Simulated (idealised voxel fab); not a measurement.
This section sets out a process module, namely voxel local oxidation.
Pictured: cross-section cut, 265 nm wide, on a grid of 5 nm square cells.
For the purposes of this document, a cross-section shall be understood as a grid of square cells, specified as bands listed in top-to-bottom order, each band consisting of one or more rows of cells. For a band, the entry starts with two heights in nm, that of the top and then that of the bottom, and carries on with the band's materials in order from left to right, each alongside its width in nm; the word "full width" beside a single material means it fills the band edge to edge, and "empty" means empty space. Heights from 0 (as-received wafer is one material below). Bottom band endless downward, as "0 down". A width such as "30->40" changes by the same amount from each row of cells to the next, from the band's top row to its bottom row. Take "no change" at face value: in the step it is given for, the cross-section changed in none of its cells. Any empty space of 8 cells or more lacking an open way to the top shows up in "Sealed voids" as width x height at distance, distance from the left edge, in nm. after a step's settings: what the simulator itself notes on the step. overlay nm, on a step with a mask: how far to the right of its planned place the mask lay; to the left if negative.

Planned step list for the process:
1,RECEIVE,material Si
2,CONFORMAL_DEP,material SiO2,thk nm 5
3,CONFORMAL_DEP,material SiN,thk nm 15
4,MASKED_ETCH,tone cover,mask id ACTIVE,width nm 95,pitch nm 120,etch materials SiN,depth nm 15,overlay nm 0
5,SELECTIVE_ETCH,etch materials SiO2,depth nm 5
6,OXIDIZE,depth nm 10
7,STRIP,etch materials SiN

As-received wafer cross-section (after step 1):
0 down | Si full width
Sealed voids: none

Figure: cross-sectional view of the wafer upon completion of the module, processed from the initial state and according to the plan depicted above, with one error introduced during execution:
5 to 0 | 20 nm SiO2, then 105 nm empty, then 15 nm SiO2, then 105 nm empty, then 20 nm SiO2
0 to -10 | 10 nm Si, then 245 nm SiO2, then 10 nm Si
-10 down | Si full width
Sealed voids: none
Processing error: off-plan run, step 4, actual operation and settings MASKED_ETCH,tone open,mask id ACTIVE,width nm 95,pitch nm 120,etch materials SiN,depth nm 15,overlay nm 0
